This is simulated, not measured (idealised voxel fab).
Documented hereafter: the process module known as voxel lift off.
Shown is cross-section cut, with a width of 195 nm and square cells of size 5 nm.
A cross-section in this document is a grid of square cells, and it is written down as bands, the top band listed before the ones below it; a band is made up of one or more rows of cells. Band: top height; bottom height; in nm. Then, left to right: material with width in nm, for each material. "throughout": a single material spanning edge to edge. "blank": empty space. Where do heights start? At 0: under that level the wafer as delivered is made of one material only. And the lowest band has no floor; it just carries on downward, as in "0 -> down". Think of "30 to 40" as a width that walks from the first number to the second as you go down the band, top row to bottom row, taking equal-sized steps from row to row. Any step labelled "nothing got changed" changed none of the cells in the cross-section. Basically, "Sealed cavities" tells you about the enclosed voids: empty spaces with no open way to the top, 8 cells or bigger, each written width x height at distance, where distance is from the left edge, all in nm. Heads up: the bit after the settings on a step's line is the simulator's remark on that step. "overlay nm" denotes, for a step that has a mask, the displacement of the mask to the right of its planned place, with negative values corresponding to the left.
# Listed below are the process steps as planned
step 1: RECEIVE | material Si
step 2: CONFORMAL_DEP | material Al2O3 | thk nm 5
step 3: PATTERN | tone open | mask id LINES | material resist | width nm 25 | pitch nm 50 | thk nm 30 | overlay nm 0
step 4: DIRECTIONAL_DEP | material Ru | thk nm 15
step 5: STRIP | etch materials resist
step 6: CONFORMAL_DEP | material SiN | thk nm 10
# Cross-section of the wafer upon arrival, representing the state reached after step 1
* 0 -> down = Si throughout
* Sealed cavities: none
# First of two wafers: cross-section at end of module, run per plan
* 30 -> 20 = blank 25 nm | SiN 45 nm | blank 5 nm | SiN 45 nm | blank 5 nm | SiN 45 nm | blank 25 nm
* 20 -> 15 = blank 25 nm | SiN 10 nm | Ru 25 nm | SiN 10 nm | blank 5 nm | SiN 10 nm | Ru 25 nm | SiN 10 nm | blank 5 nm | SiN 10 nm | Ru 25 nm | SiN 10 nm | blank 25 nm
* 15 -> 5 = SiN 35 nm | Ru 25 nm | SiN 25 nm | Ru 25 nm | SiN 25 nm | Ru 25 nm | SiN 35 nm
* 5 -> 0 = Al2O3 throughout
* 0 -> down = Si throughout
* Sealed cavities: none
# End of module, second wafer, cross-section. Started like the first, planned like the first, run with one mistake
* 30 -> 20 = blank 25 nm | SiN 45 nm | blank 5 nm | SiN 45 nm | blank 5 nm | SiN 45 nm | blank 25 nm
* 20 -> 15 = blank 25 nm | SiN 10 nm | Al2O3 25 nm | SiN 10 nm | blank 5 nm | SiN 10 nm | Al2O3 25 nm | SiN 10 nm | blank 5 nm | SiN 10 nm | Al2O3 25 nm | SiN 10 nm | blank 25 nm
* 15 -> 5 = SiN 35 nm | Al2O3 25 nm | SiN 25 nm | Al2O3 25 nm | SiN 25 nm | Al2O3 25 nm | SiN 35 nm
* 5 -> 0 = Al2O3 throughout
* 0 -> down = Si throughout
* Sealed cavities: none
Processing error: not per plan at step 4, really ran DIRECTIONAL_DEP | material Al2O3 | thk nm 15
Final tally in cells, some materials are higher or lower on the second wafer than on the first: +45 Al2O3 | -45 Ru
